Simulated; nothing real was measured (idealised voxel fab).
process module | voxel capacitor over wiring
cross-section cut | 295 nm wide | cells 5 nm
A cross-section is a grid of square cells, given in bands from the top down. A band is one or more rows of cells.
Each band's line starts with the height of the band's top and of its bottom, in nm. Then come its materials from left to right, each with its width in nm. One material with "throughout" fills the band from edge to edge. "air" is empty space.
Height 0 is the level under which the wafer as received is all one material. The lowest band goes on downwards, as in "0 down".
A width such as "30 to 40" changes by the same amount from each row of cells to the next, from the band's top row to its bottom row.
"no change" after a step means that no cell of the cross-section changed.
closed voids: empty space of 8 cells or more with no open way to the top, each as width x height at its distance from the left edge, in nm
after a step's settings: what the simulator itself notes on the step
overlay nm, on a step with a mask: how far to the right of its planned place the mask lay; to the left if negative
plan
1 op RECEIVE | material Si
2 op CONFORMAL_DEP | material SiO2 | thk nm 15
3 op CONFORMAL_DEP | material SiCN | thk nm 5
4 op DIRECTIONAL_DEP | material SiO2 | thk nm 20
5 op MASKED_ETCH | tone open | mask id METAL_1 | width nm 20 | pitch nm 85 | etch materials SiO2 | depth nm 20 | overlay nm -15
6 op MASKED_ETCH | tone open | mask id METAL_1 | width nm 20 | pitch nm 85 | etch materials SiCN | depth nm 5 | overlay nm 0
7 op CONFORMAL_DEP | material TiN | thk nm 5
8 op FILL_DEP | material Cu | thk nm 10
9 op CMP | height nm 40
10 op CONFORMAL_DEP | material SiCN | thk nm 5
11 op DIRECTIONAL_DEP | material SiO2 | thk nm 10
12 op DIRECTIONAL_DEP | material aC | thk nm 15
13 op PATTERN | tone open | mask id PLUG_1 | material resist | width nm 15 | thk nm 35 | overlay nm 0
14 op DIRECTIONAL_ETCH | etch materials aC | depth nm 15
15 op STRIP | etch materials resist
16 op DIRECTIONAL_ETCH | etch materials SiO2 | depth nm 10
17 op DIRECTIONAL_ETCH | etch materials SiCN | depth nm 5
18 op STRIP | etch materials aC
19 op EPI | material Ru | thk nm 10
20 op EPI | material Ru | thk nm 5
21 op DIRECTIONAL_DEP | material TiN | thk nm 10
22 op DIRECTIONAL_DEP | material SiN | thk nm 5
23 op DIRECTIONAL_DEP | material TiN | thk nm 5
24 op DIRECTIONAL_DEP | material aC | thk nm 15
25 op PATTERN | tone cover | mask id UPPER_PLATE | material resist | width nm 70 | thk nm 30 | overlay nm 0
26 op DIRECTIONAL_ETCH | etch materials aC | depth nm 15
27 op STRIP | etch materials resist
28 op DIRECTIONAL_ETCH | etch materials TiN | depth nm 5
29 op DIRECTIONAL_ETCH | etch materials SiN | depth nm 5
30 op STRIP | etch materials aC
31 op DIRECTIONAL_DEP | material aC | thk nm 15
32 op PATTERN | tone cover | mask id LOWER_PLATE | material resist | width nm 80 | thk nm 30 | overlay nm 0
33 op DIRECTIONAL_ETCH | etch materials aC | depth nm 15
34 op STRIP | etch materials resist
35 op DIRECTIONAL_ETCH | etch materials TiN | depth nm 10
36 op STRIP | etch materials aC
37 op FILL_DEP | material SiO2 | thk nm 15
38 op CMP | height nm 85
39 op DIRECTIONAL_DEP | material aC | thk nm 10
40 op PATTERN | tone open | mask id PLUG_2 | material resist | width nm 15 | thk nm 25 | overlay nm 0
41 op DIRECTIONAL_ETCH | etch materials aC | depth nm 10
42 op STRIP | etch materials resist
43 op DIRECTIONAL_ETCH | etch materials SiO2 | depth nm 10
44 op STRIP | etch materials aC
45 op CONFORMAL_DEP | material TiN | thk nm 5
46 op FILL_DEP | material Cu | thk nm 5
47 op CMP | height nm 85
48 op CONFORMAL_DEP | material SiN | thk nm 5
varied across the wafers: overlay nm of step 5. The plan shows the first wafer's value. All wafers start alike
first wafer as received, after step 1
  0 down: Si throughout
  closed voids: none
first wafer at the end, after step 48
  90 to 85: SiN throughout
  85 to 80: SiO2 110 | TiN 5 | Cu 5 | TiN 5 | SiO2 170
  80 to 70: SiO2 110 to 115 | TiN 15 to 55 | SiO2 170 to 125
  70 to 65: SiO2 115 | SiN 55 | SiO2 125
  65 to 60: SiO2 95 | TiN 5 | SiO2 15 | TiN 60 | SiO2 120
  60 to 55: SiO2 95 | TiN 80 | SiO2 120
  55 to 50: SiO2 100 | SiN 15 | SiO2 180
  50 to 45: SiO2 100 | TiN 15 | SiO2 180
  45 to 40: SiCN 100 | TiN 15 | SiCN 180
  40 to 25: SiO2 80 | TiN 5 | Cu 10 | TiN 5 | SiO2 65 | TiN 5 | Cu 10 | TiN 5 | SiO2 110
  25 to 20: SiO2 80 | TiN 20 | SiO2 65 | TiN 20 | SiO2 110
  20 to 15: SiCN 95 | TiN 5 | SiCN 80 | TiN 5 | SiCN 110
  15 to 0: SiO2 throughout
  0 down: Si throughout
  closed voids: none
last wafer at the end
  90 to 85: SiN throughout
  85 to 80: SiO2 110 | TiN 5 | Cu 5 | TiN 5 | SiO2 170
  80 to 70: SiO2 110 to 100 | TiN 15 to 70 | SiO2 170 to 125
  70 to 65: SiO2 100 | SiN 70 | SiO2 125
  65 to 55: SiO2 95 | TiN 80 | SiO2 120
  55 to 45: SiO2 100 | Ru 15 | SiO2 180
  45 to 40: SiCN 100 | Ru 15 | SiCN 180
  40 to 25: SiO2 110 | TiN 5 | Cu 10 | TiN 5 | SiO2 65 | TiN 5 | Cu 10 | TiN 5 | SiO2 80
  25 to 20: SiO2 110 | TiN 20 | SiO2 65 | TiN 20 | SiO2 80
  20 to 15: SiCN 110 | TiN 5 | SiCN 80 | TiN 5 | SiCN 95
  15 to 0: SiO2 throughout
  0 down: Si throughout
  closed voids: none
each wafer at the end: cells of each material gained (+) or lost (-) since it was received, then its closed voids
overlay nm -15 | +13 Cu | +113 SiCN | +73 SiN | +790 SiO2 | +73 TiN | closed voids: none
overlay nm -10 | +13 Cu | +9 Ru | +111 SiCN | +73 SiN | +781 SiO2 | +75 TiN | closed voids: none
overlay nm -5 | +15 Cu | +9 Ru | +109 SiCN | +73 SiN | +781 SiO2 | +75 TiN | closed voids: none
overlay nm 0 | +17 Cu | +9 Ru | +107 SiCN | +73 SiN | +781 SiO2 | +75 TiN | closed voids: none
overlay nm 5 | +15 Cu | +9 Ru | +109 SiCN | +73 SiN | +781 SiO2 | +75 TiN | closed voids: none
overlay nm 10 | +13 Cu | +9 Ru | +111 SiCN | +73 SiN | +781 SiO2 | +75 TiN | closed voids: none
overlay nm 15 | +13 Cu | +9 Ru | +113 SiCN | +73 SiN | +781 SiO2 | +73 TiN | closed voids: none
